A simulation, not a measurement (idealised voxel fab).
The process module presented herein is designated voxel capacitor over wiring.
Shown is cross-section cut, with a width of 270 nm and square cells of size 5 nm.
When this document writes out a cross-section, it uses a grid of square cells and lists it as bands, beginning at the top and moving down, with a band standing for one or more rows of cells.
The band entry comprises the height of the band's top followed by the height of its bottom, expressed in nm, and subsequently the band's materials from left to right, each stated together with its width in nm. Where a single material is marked with the word "full width", that material fills the band from edge to edge. The word "empty" represents empty space.
We count height from 0. Below that, the starting wafer is all one material. The lowest band never ends at the bottom but goes on down; see "0 and below" for how that is written.
Per-row width for "30 to 40": begins at first number (top row of band), ends at second number (bottom row), increment between rows held constant.
No cell of the cross-section changed in a step that is given as "no change".
If an empty space has no open way to the top and is at least 8 cells in size, "Closed void listing" lists it, written width x height at distance, where distance is measured from the left edge and every value is in nm.
What comes after the settings on a step's line is commentary from the simulator itself on that step.
A step line may carry the setting "overlay nm", which, for steps involving a mask, states the distance by which the mask lay to the right of its intended position; negative values denote displacement to the left.
PROCESS STEPS - PLAN
1) op RECEIVE | material Si
2) op CONFORMAL_DEP | material SiO2 | thk nm 15
3) op CONFORMAL_DEP | material SiCN | thk nm 5
4) op DIRECTIONAL_DEP | material lowk | thk nm 25
5) op MASKED_ETCH | tone open | mask id METAL_1 | width nm 20 | pitch nm 90 | etch materials lowk | depth nm 25 | overlay nm 0
6) op MASKED_ETCH | tone open | mask id METAL_1 | width nm 20 | pitch nm 90 | etch materials SiCN | depth nm 5 | overlay nm 0
7) op CONFORMAL_DEP | material TiN | thk nm 5
8) op FILL_DEP | material W | thk nm 5
9) op CMP | height nm 45
10) op CONFORMAL_DEP | material SiCN | thk nm 5
11) op DIRECTIONAL_DEP | material lowk | thk nm 20
12) op MASKED_ETCH | tone open | mask id PLUG_1 | width nm 15 | etch materials lowk | depth nm 20 | overlay nm 0
13) op MASKED_ETCH | tone open | mask id PLUG_1 | width nm 15 | etch materials SiCN | depth nm 5 | overlay nm 0
14) op CONFORMAL_DEP | material TiN | thk nm 5
15) op FILL_DEP | material Ru | thk nm 5
16) op CMP | height nm 70
17) op DIRECTIONAL_DEP | material TiN | thk nm 10
18) op DIRECTIONAL_DEP | material HfO2 | thk nm 5
19) op DIRECTIONAL_DEP | material TiN | thk nm 10
20) op MASKED_ETCH | tone cover | mask id UPPER_PLATE | width nm 75 | etch materials TiN | depth nm 10 | overlay nm 0
21) op MASKED_ETCH | tone cover | mask id UPPER_PLATE | width nm 75 | etch materials HfO2 | depth nm 5 | overlay nm 0
22) op PATTERN | tone cover | mask id LOWER_PLATE | material resist | width nm 85 | thk nm 15 | overlay nm 0
23) op DIRECTIONAL_ETCH | etch materials TiN | depth nm 10
24) op STRIP | etch materials resist
25) op FILL_DEP | material SiO2 | thk nm 15
26) op CMP | height nm 105
27) op DIRECTIONAL_DEP | material aC | thk nm 10
28) op PATTERN | tone open | mask id PLUG_2 | material resist | width nm 15 | thk nm 30 | overlay nm 0
29) op DIRECTIONAL_ETCH | etch materials aC | depth nm 10
30) op STRIP | etch materials resist
31) op DIRECTIONAL_ETCH | etch materials SiO2 | depth nm 10
32) op STRIP | etch materials aC
33) op CONFORMAL_DEP | material TiN | thk nm 5
34) op FILL_DEP | material Ru | thk nm 5
35) op CMP | height nm 105
36) op CONFORMAL_DEP | material SiN | thk nm 5
ACCOUNT OF THE FIRST OF TWO WAFERS, WHICH WAS PROCESSED AS INTENDED
AS-RECEIVED STATE OF THE WAFER IN CROSS-SECTION, EQUIVALENT TO POST-STEP 1
	0 and below = Si full width
	Closed void listing: none
STEP 2 COMPLETE: CROSS-SECTION THROUGH THE WAFER
	15 down to 0 = SiO2 full width
	Below 0, the layers are the same as they were.
STEP 3 COMPLETE: CROSS-SECTION THROUGH THE WAFER
	20 down to 15 = SiCN full width
	Below 15, the layers are the same as they were.
STEP 4 COMPLETE: CROSS-SECTION THROUGH THE WAFER
	45 down to 20 = lowk full width
	Below 20, the layers are the same as they were.
STEP 5 COMPLETE: CROSS-SECTION THROUGH THE WAFER
	45 down to 20 = lowk 80 nm  empty 20 nm  lowk 70 nm  empty 20 nm  lowk 80 nm
	Below 20, the layers are the same as they were.
STEP 6 COMPLETE: CROSS-SECTION THROUGH THE WAFER
	45 down to 20 = lowk 80 nm  empty 20 nm  lowk 70 nm  empty 20 nm  lowk 80 nm
	20 down to 15 = SiCN 80 nm  empty 20 nm  SiCN 70 nm  empty 20 nm  SiCN 80 nm
	Below 15, the layers are the same as they were.
STEP 7 COMPLETE: CROSS-SECTION THROUGH THE WAFER
	50 down to 45 = TiN 85 nm  empty 10 nm  TiN 80 nm  empty 10 nm  TiN 85 nm
	45 down to 20 = lowk 80 nm  TiN 5 nm  empty 10 nm  TiN 5 nm  lowk 70 nm  TiN 5 nm  empty 10 nm  TiN 5 nm  lowk 80 nm
	20 down to 15 = SiCN 80 nm  TiN 20 nm  SiCN 70 nm  TiN 20 nm  SiCN 80 nm
	Below 15, the layers are the same as they were.
STEP 8 COMPLETE: CROSS-SECTION THROUGH THE WAFER
	55 down to 50 = W full width
	50 down to 45 = TiN 85 nm  W 10 nm  TiN 80 nm  W 10 nm  TiN 85 nm
	45 down to 20 = lowk 80 nm  TiN 5 nm  W 10 nm  TiN 5 nm  lowk 70 nm  TiN 5 nm  W 10 nm  TiN 5 nm  lowk 80 nm
	Below 20, the layers are the same as they were.
STEP 9 COMPLETE: CROSS-SECTION THROUGH THE WAFER
	45 down to 20 = lowk 80 nm  TiN 5 nm  W 10 nm  TiN 5 nm  lowk 70 nm  TiN 5 nm  W 10 nm  TiN 5 nm  lowk 80 nm
	Below 20, the layers are the same as they were.
STEP 10 COMPLETE: CROSS-SECTION THROUGH THE WAFER
	50 down to 45 = SiCN full width
	Below 45, the layers are the same as they were.
STEP 11 COMPLETE: CROSS-SECTION THROUGH THE WAFER
	70 down to 50 = lowk full width
	Below 50, the layers are the same as they were.
STEP 12 COMPLETE: CROSS-SECTION THROUGH THE WAFER
	70 down to 50 = lowk 85 nm  empty 15 nm  lowk 170 nm
	Below 50, the layers are the same as they were.
STEP 13 COMPLETE: CROSS-SECTION THROUGH THE WAFER
	70 down to 50 = lowk 85 nm  empty 15 nm  lowk 170 nm
	50 down to 45 = SiCN 85 nm  empty 15 nm  SiCN 170 nm
	Below 45, the layers are the same as they were.
STEP 14 COMPLETE: CROSS-SECTION THROUGH THE WAFER
	75 down to 70 = TiN 90 nm  empty 5 nm  TiN 175 nm
	70 down to 50 = lowk 85 nm  TiN 5 nm  empty 5 nm  TiN 5 nm  lowk 170 nm
	50 down to 45 = SiCN 85 nm  TiN 15 nm  SiCN 170 nm
	Below 45, the layers are the same as they were.
STEP 15 COMPLETE: CROSS-SECTION THROUGH THE WAFER
	80 down to 75 = Ru full width
	75 down to 70 = TiN 90 nm  Ru 5 nm  TiN 175 nm
	70 down to 50 = lowk 85 nm  TiN 5 nm  Ru 5 nm  TiN 5 nm  lowk 170 nm
	Below 50, the layers are the same as they were.
STEP 16 COMPLETE: CROSS-SECTION THROUGH THE WAFER
	70 down to 50 = lowk 85 nm  TiN 5 nm  Ru 5 nm  TiN 5 nm  lowk 170 nm
	Below 50, the layers are the same as they were.
STEP 17 COMPLETE: CROSS-SECTION THROUGH THE WAFER
	80 down to 70 = TiN full width
	Below 70, the layers are the same as they were.
STEP 18 COMPLETE: CROSS-SECTION THROUGH THE WAFER
	85 down to 80 = HfO2 full width
	Below 80, the layers are the same as they were.
STEP 19 COMPLETE: CROSS-SECTION THROUGH THE WAFER
	95 down to 85 = TiN full width
	Below 85, the layers are the same as they were.
STEP 20 COMPLETE: CROSS-SECTION THROUGH THE WAFER
	95 down to 85 = empty 85 nm  TiN 75 nm  empty 110 nm
	Below 85, the layers are the same as they were.
STEP 21 COMPLETE: CROSS-SECTION THROUGH THE WAFER
	95 down to 85 = empty 85 nm  TiN 75 nm  empty 110 nm
	85 down to 80 = empty 85 nm  HfO2 75 nm  empty 110 nm
	Below 80, the layers are the same as they were.
STEP 22 COMPLETE: CROSS-SECTION THROUGH THE WAFER
	110 down to 95 = empty 80 nm  resist 85 nm  empty 105 nm
	95 down to 85 = empty 80 nm  resist 5 nm  TiN 75 nm  resist 5 nm  empty 105 nm
	85 down to 80 = empty 80 nm  resist 5 nm  HfO2 75 nm  resist 5 nm  empty 105 nm
	Below 80, the layers are the same as they were.
STEP 23 COMPLETE: CROSS-SECTION THROUGH THE WAFER
	110 down to 95 = empty 80 nm  resist 85 nm  empty 105 nm
	95 down to 85 = empty 80 nm  resist 5 nm  TiN 75 nm  resist 5 nm  empty 105 nm
	85 down to 80 = empty 80 nm  resist 5 nm  HfO2 75 nm  resist 5 nm  empty 105 nm
	80 down to 70 = empty 80 nm  TiN 85 nm  empty 105 nm
	Below 70, the layers are the same as they were.
STEP 24 COMPLETE: CROSS-SECTION THROUGH THE WAFER
	95 down to 85 = empty 85 nm  TiN 75 nm  empty 110 nm
	85 down to 80 = empty 85 nm  HfO2 75 nm  empty 110 nm
	Below 80, the layers are the same as they were.
STEP 25 COMPLETE: CROSS-SECTION THROUGH THE WAFER
	110 down to 95 = SiO2 full width
	95 down to 85 = SiO2 85 nm  TiN 75 nm  SiO2 110 nm
	85 down to 80 = SiO2 85 nm  HfO2 75 nm  SiO2 110 nm
	80 down to 70 = SiO2 80 nm  TiN 85 nm  SiO2 105 nm
	Below 70, the layers are the same as they were.
STEP 26 COMPLETE: CROSS-SECTION THROUGH THE WAFER
	105 down to 95 = SiO2 full width
	Below 95, the layers are the same as they were.
STEP 27 COMPLETE: CROSS-SECTION THROUGH THE WAFER
	115 down to 105 = aC full width
	Below 105, the layers are the same as they were.
STEP 28 COMPLETE: CROSS-SECTION THROUGH THE WAFER
	145 down to 115 = resist 95 nm  empty 15 nm  resist 160 nm
	Below 115, the layers are the same as they were.
STEP 29 COMPLETE: CROSS-SECTION THROUGH THE WAFER
	135 down to 115 = resist 95 nm  empty 15 nm  resist 160 nm
	115 down to 105 = aC 95 nm  empty 15 nm  aC 160 nm
	Below 105, the layers are the same as they were.
STEP 30 COMPLETE: CROSS-SECTION THROUGH THE WAFER
	115 down to 105 = aC 95 nm  empty 15 nm  aC 160 nm
	Below 105, the layers are the same as they were.
STEP 31 COMPLETE: CROSS-SECTION THROUGH THE WAFER
	115 down to 105 = aC 95 nm  empty 15 nm  aC 160 nm
	105 down to 95 = SiO2 95 nm  empty 15 nm  SiO2 160 nm
	Below 95, the layers are the same as they were.
STEP 32 COMPLETE: CROSS-SECTION THROUGH THE WAFER
	105 down to 95 = SiO2 95 nm  empty 15 nm  SiO2 160 nm
	Below 95, the layers are the same as they were.
STEP 33 COMPLETE: CROSS-SECTION THROUGH THE WAFER
	110 down to 105 = TiN 100 nm  empty 5 nm  TiN 165 nm
	105 down to 100 = SiO2 95 nm  TiN 5 nm  empty 5 nm  TiN 5 nm  SiO2 160 nm
	100 down to 95 = SiO2 95 nm  TiN 15 nm  SiO2 160 nm
	Below 95, the layers are the same as they were.
STEP 34 COMPLETE: CROSS-SECTION THROUGH THE WAFER
	115 down to 110 = Ru full width
	110 down to 105 = TiN 100 nm  Ru 5 nm  TiN 165 nm
	105 down to 100 = SiO2 95 nm  TiN 5 nm  Ru 5 nm  TiN 5 nm  SiO2 160 nm
	Below 100, the layers are the same as they were.
STEP 35 COMPLETE: CROSS-SECTION THROUGH THE WAFER
	105 down to 100 = SiO2 95 nm  TiN 5 nm  Ru 5 nm  TiN 5 nm  SiO2 160 nm
	Below 100, the layers are the same as they were.
STEP 36 COMPLETE: CROSS-SECTION THROUGH THE WAFER
	110 down to 105 = SiN full width
	Below 105, the layers are the same as they were.
OKAY, SECOND WAFER. NOTHING DIFFERENT AT THE START, NOTHING DIFFERENT IN THE PLAN, JUST ONE MISTAKE SOMEWHERE IN THE RUNNING. AS FAR AS STEP 34, COUNTING THAT STEP, IT'S THE FIRST WAFER ALL OVER AGAIN
SECOND WAFER: CROSS-SECTION AT THE SCHEDULED END OF STEP 35
	100 down to 95 = SiO2 95 nm  TiN 15 nm  SiO2 160 nm
	Below 95, the layers are the same as they were.
SECOND WAFER: CROSS-SECTION AT THE SCHEDULED END OF STEP 36
	105 down to 100 = SiN full width
	Below 100, the layers are the same as they were.
Misprocessing identified: step 35 did not use the planned setting and instead ran as op CMP | height nm 100
Count the cells at the end and the second wafer has more or fewer of some materials than the first: Ru -1; SiO2 -51; TiN -2
